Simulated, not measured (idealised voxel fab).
The following is a process module called voxel air gaps.
Displayed cross-section: cut, width of 165 nm, square cells sized 5 nm.
A cross-section in this document is a grid of square cells, and it is written down as bands, the top band listed before the ones below it; a band is made up of one or more rows of cells. Look at the band entry: it leads with the top's height and the bottom's height in nm. Then it lists the materials left to right, with a width in nm for each. The word "all across" on a single material says that material fills the band edge to edge. The word "blank" is empty space. Heights are measured from 0, the level below which the as-received wafer is all one material; the lowest band has no bottom and continues downward, written as in "0 -> down". Width "30->40": first value at the band's top row of cells, second value at its bottom row, equal change from row to row. "stayed the same" for a step: no cell of the cross-section changed in that step. "Fully sealed cavities" means: voids of 8 cells or more that are shut off from the top with no open way through. Written width x height at distance, distance from the left edge, in nm. It should be noted that, on the line of a given step, the content following the step's settings is a remark produced by the simulator itself with respect to that step. A step's line can hold "overlay nm"; with a mask on that step, the setting says how far right of the planned place the mask lay, while a negative setting says it lay to the left.

[plan]
1,RECEIVE, material Si
2,CONFORMAL_DEP, material SiO2, thk nm 15
3,CONFORMAL_DEP, material SiCN, thk nm 5
4,DIRECTIONAL_DEP, material lowk, thk nm 30
5,DIRECTIONAL_DEP, material aC, thk nm 10
6,PATTERN, tone open, mask id LINES, material resist, width nm 20, pitch nm 45, thk nm 25, overlay nm 0
7,DIRECTIONAL_ETCH, etch materials aC, depth nm 10
8,STRIP, etch materials resist
9,DIRECTIONAL_ETCH, etch materials lowk, depth nm 30
10,STRIP, etch materials aC
11,CONFORMAL_DEP, material TiN, thk nm 5
12,FILL_DEP, material Ru, thk nm 5
13,CMP, height nm 50
14,EPI, material Ru, thk nm 10
15,SELECTIVE_ETCH, etch materials lowk, depth nm 40
16,CONFORMAL_DEP, material SiCN, thk nm 5

[Wafer, first of two, run as planned]

[This is the cross-section of the wafer as we received it, i.e. after step 1]
- 0 -> down  Si all across
- Fully sealed cavities: none

[Sectional view: wafer, after step 2]
- 15 -> 0  SiO2 all across
- Everything under 0 stays put, no change at all.

[Sectional view: wafer, after step 3]
- 20 -> 15  SiCN all across
- Everything under 15 stays put, no change at all.

[Sectional view: wafer, after step 4]
- 50 -> 20  lowk all across
- Everything under 20 stays put, no change at all.

[Sectional view: wafer, after step 5]
- 60 -> 50  aC all across
- Everything under 50 stays put, no change at all.

[Sectional view: wafer, after step 6]
- 85 -> 60  25 nm resist; 20 nm blank; 25 nm resist; 20 nm blank; 25 nm resist; 20 nm blank; 30 nm resist
- Everything under 60 stays put, no change at all.

[Sectional view: wafer, after step 7]
- 75 -> 60  25 nm resist; 20 nm blank; 25 nm resist; 20 nm blank; 25 nm resist; 20 nm blank; 30 nm resist
- 60 -> 50  25 nm aC; 20 nm blank; 25 nm aC; 20 nm blank; 25 nm aC; 20 nm blank; 30 nm aC
- Everything under 50 stays put, no change at all.

[Sectional view: wafer, after step 8]
- 60 -> 50  25 nm aC; 20 nm blank; 25 nm aC; 20 nm blank; 25 nm aC; 20 nm blank; 30 nm aC
- Everything under 50 stays put, no change at all.

[Sectional view: wafer, after step 9]
- 60 -> 50  25 nm aC; 20 nm blank; 25 nm aC; 20 nm blank; 25 nm aC; 20 nm blank; 30 nm aC
- 50 -> 20  25 nm lowk; 20 nm blank; 25 nm lowk; 20 nm blank; 25 nm lowk; 20 nm blank; 30 nm lowk
- Everything under 20 stays put, no change at all.

[Sectional view: wafer, after step 10]
- 50 -> 20  25 nm lowk; 20 nm blank; 25 nm lowk; 20 nm blank; 25 nm lowk; 20 nm blank; 30 nm lowk
- Everything under 20 stays put, no change at all.

[Sectional view: wafer, after step 11]
- 55 -> 50  30 nm TiN; 10 nm blank; 35 nm TiN; 10 nm blank; 35 nm TiN; 10 nm blank; 35 nm TiN
- 50 -> 25  25 nm lowk; 5 nm TiN; 10 nm blank; 5 nm TiN; 25 nm lowk; 5 nm TiN; 10 nm blank; 5 nm TiN; 25 nm lowk; 5 nm TiN; 10 nm blank; 5 nm TiN; 30 nm lowk
- 25 -> 20  25 nm lowk; 20 nm TiN; 25 nm lowk; 20 nm TiN; 25 nm lowk; 20 nm TiN; 30 nm lowk
- Everything under 20 stays put, no change at all.

[Sectional view: wafer, after step 12]
- 60 -> 55  Ru all across
- 55 -> 50  30 nm TiN; 10 nm Ru; 35 nm TiN; 10 nm Ru; 35 nm TiN; 10 nm Ru; 35 nm TiN
- 50 -> 25  25 nm lowk; 5 nm TiN; 10 nm Ru; 5 nm TiN; 25 nm lowk; 5 nm TiN; 10 nm Ru; 5 nm TiN; 25 nm lowk; 5 nm TiN; 10 nm Ru; 5 nm TiN; 30 nm lowk
- Everything under 25 stays put, no change at all.

[Sectional view: wafer, after step 13]
- 50 -> 25  25 nm lowk; 5 nm TiN; 10 nm Ru; 5 nm TiN; 25 nm lowk; 5 nm TiN; 10 nm Ru; 5 nm TiN; 25 nm lowk; 5 nm TiN; 10 nm Ru; 5 nm TiN; 30 nm lowk
- Everything under 25 stays put, no change at all.

[Sectional view: wafer, after step 14]
- 60 -> 50  15 nm blank; 40 nm Ru; 5 nm blank; 40 nm Ru; 5 nm blank; 40 nm Ru; 20 nm blank
- Everything under 50 stays put, no change at all.

[Sectional view: wafer, after step 15]
- 60 -> 50  15 nm blank; 40 nm Ru; 5 nm blank; 40 nm Ru; 5 nm blank; 40 nm Ru; 20 nm blank
- 50 -> 25  25 nm blank; 5 nm TiN; 10 nm Ru; 5 nm TiN; 25 nm blank; 5 nm TiN; 10 nm Ru; 5 nm TiN; 25 nm blank; 5 nm TiN; 10 nm Ru; 5 nm TiN; 30 nm blank
- 25 -> 20  25 nm blank; 20 nm TiN; 25 nm blank; 20 nm TiN; 25 nm blank; 20 nm TiN; 30 nm blank
- Everything under 20 stays put, no change at all.

[Sectional view: wafer, after step 16]
- 65 -> 60  10 nm blank; 140 nm SiCN; 15 nm blank
- 60 -> 50  10 nm blank; 5 nm SiCN; 40 nm Ru; 5 nm SiCN; 40 nm Ru; 5 nm SiCN; 40 nm Ru; 5 nm SiCN; 15 nm blank
- 50 -> 45  10 nm blank; 15 nm SiCN; 5 nm TiN; 10 nm Ru; 5 nm TiN; 25 nm SiCN; 5 nm TiN; 10 nm Ru; 5 nm TiN; 25 nm SiCN; 5 nm TiN; 10 nm Ru; 5 nm TiN; 15 nm SiCN; 15 nm blank
- 45 -> 25  20 nm blank; 5 nm SiCN; 5 nm TiN; 10 nm Ru; 5 nm TiN; 5 nm SiCN; 15 nm blank; 5 nm SiCN; 5 nm TiN; 10 nm Ru; 5 nm TiN; 5 nm SiCN; 15 nm blank; 5 nm SiCN; 5 nm TiN; 10 nm Ru; 5 nm TiN; 5 nm SiCN; 25 nm blank
- 25 -> 20  25 nm SiCN; 20 nm TiN; 25 nm SiCN; 20 nm TiN; 25 nm SiCN; 20 nm TiN; 30 nm SiCN
- Everything under 20 stays put, no change at all.
- Fully sealed cavities: 15 x 20 at 50; 15 x 20 at 95

[Okay, second wafer. Nothing different at the start, nothing different in the plan, just one mistake somewhere in the running. As far as step 2, counting that step, it's the first wafer all over again]

[X-section, second wafer, when step 3 was due to finish]
- 45 -> 15  lowk all across
- Everything under 15 stays put, no change at all.

[X-section, second wafer, when step 4 was due to finish]
- 50 -> 45  SiCN all across
- Everything under 45 stays put, no change at all.

[X-section, second wafer, when step 5 was due to finish]
- 60 -> 50  aC all across
- Everything under 50 stays put, no change at all.

[X-section, second wafer, when step 6 was due to finish]
- 85 -> 60  25 nm resist; 20 nm blank; 25 nm resist; 20 nm blank; 25 nm resist; 20 nm blank; 30 nm resist
- Everything under 60 stays put, no change at all.

[X-section, second wafer, when step 7 was due to finish]
- 75 -> 60  25 nm resist; 20 nm blank; 25 nm resist; 20 nm blank; 25 nm resist; 20 nm blank; 30 nm resist
- 60 -> 50  25 nm aC; 20 nm blank; 25 nm aC; 20 nm blank; 25 nm aC; 20 nm blank; 30 nm aC
- Everything under 50 stays put, no change at all.

[X-section, second wafer, when step 8 was due to finish]
- 60 -> 50  25 nm aC; 20 nm blank; 25 nm aC; 20 nm blank; 25 nm aC; 20 nm blank; 30 nm aC
- Everything under 50 stays put, no change at all.

X-section, second wafer, when step 9 was due to finish: stayed the same

[X-section, second wafer, when step 10 was due to finish]
- 50 -> 45  SiCN all across
- Everything under 45 stays put, no change at all.

[X-section, second wafer, when step 11 was due to finish]
- 55 -> 50  TiN all across
- Everything under 50 stays put, no change at all.

[X-section, second wafer, when step 12 was due to finish]
- 60 -> 55  Ru all across
- Everything under 55 stays put, no change at all.

[X-section, second wafer, when step 13 was due to finish]
- 50 -> 45  SiCN all across
- Everything under 45 stays put, no change at all.

X-section, second wafer, when step 14 was due to finish: stayed the same

X-section, second wafer, when step 15 was due to finish: stayed the same

[X-section, second wafer, when step 16 was due to finish]
- 55 -> 45  SiCN all across
- Everything under 45 stays put, no change at all.
Run error: plan steps 3 and 4 run swapped
Final tally in cells, some materials are higher or lower on the second wafer than on the first: Ru -78 | SiCN -64 | TiN -42 | lowk +198
Closed voids, final: 2 / 0 (first wafer / second wafer).
